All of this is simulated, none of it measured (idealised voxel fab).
Presented below is a process module, voxel tone inversion.
Displayed cross-section: cut, width of 240 nm, square cells sized 5 nm.
Cross-section format: a grid of square cells, given as bands from top to bottom; each band is one or more rows of cells. A band entry consists of two parts. The first gives the height of the band's top and the height of its bottom, in nm. The rest lists the band's materials from left to right, each with its width in nm. A single material labelled with the word "everywhere" fills the band from edge to edge, and the word "empty" marks empty space. Height datum 0, below which the as-received substrate wafer is one material. Lowest band open at the bottom, running downward: "top 0, no bottom". With a width like "30 to 40", each row of cells in the band differs from the next by the same amount, the top row carrying the first number and the bottom row the second. Where a step carries "nothing got changed", the cross-section came out of it unchanged, cell for cell. "Listed closed voids": empty spaces of 8 cells or more with no open way to the top, each given as width x height at distance, distance from the left edge, all in nm. Anything after a step's settings on that line? It's the simulator's own note about the step. When a step includes a mask, the "overlay nm" setting on its line states how far to the right of its planned place that mask lay, and negative values state how far to the left.

The planned process steps are enumerated hereunder
1 RECEIVE | material Si
2 CONFORMAL_DEP | material SiN | thk nm 10
3 DIRECTIONAL_DEP | material aC | thk nm 15
4 PATTERN | tone cover | mask id POSTS | material resist | width nm 25 | pitch nm 40 | thk nm 25 | overlay nm 0
5 DIRECTIONAL_ETCH | etch materials aC | depth nm 15
6 STRIP | etch materials resist
7 FILL_DEP | material lowk | thk nm 5
8 CMP | height nm 25
9 STRIP | etch materials aC
10 CONFORMAL_DEP | material TiN | thk nm 5
11 FILL_DEP | material Cu | thk nm 5
12 CMP | height nm 25
13 CONFORMAL_DEP | material SiN | thk nm 5

Cross-section of the wafer at receipt, which is the condition after step 1
- top 0, no bottom = Si everywhere
- Listed closed voids: none

End-of-module XS, first of two wafers, run as planned
- top 30, bottom 25 = SiN everywhere
- top 25, bottom 15 = lowk 65 nm, TiN 5 nm, Cu 15 nm, TiN 5 nm, lowk 15 nm, TiN 5 nm, Cu 15 nm, TiN 5 nm, lowk 15 nm, TiN 5 nm, Cu 15 nm, TiN 5 nm, lowk 70 nm
- top 15, bottom 10 = lowk 65 nm, TiN 25 nm, lowk 15 nm, TiN 25 nm, lowk 15 nm, TiN 25 nm, lowk 70 nm
- top 10, bottom 0 = SiN everywhere
- top 0, no bottom = Si everywhere
- Listed closed voids: none

Wafer two, end of module, cross-section. Same start, same plan as wafer one. One mistake in the run
- top 30, bottom 25 = SiN everywhere
- top 25, bottom 15 = lowk 65 nm, TiN 5 nm, SiN 15 nm, TiN 5 nm, lowk 15 nm, TiN 5 nm, SiN 15 nm, TiN 5 nm, lowk 15 nm, TiN 5 nm, SiN 15 nm, TiN 5 nm, lowk 70 nm
- top 15, bottom 10 = lowk 65 nm, TiN 25 nm, lowk 15 nm, TiN 25 nm, lowk 15 nm, TiN 25 nm, lowk 70 nm
- top 10, bottom 0 = SiN everywhere
- top 0, no bottom = Si everywhere
- Listed closed voids: none
Error vs. plan: in deviation from the planned setting, step 11 was conducted as FILL_DEP | material SiN | thk nm 5
Final cells, second wafer relative to first, materials higher or lower: -18 Cu | +18 SiN
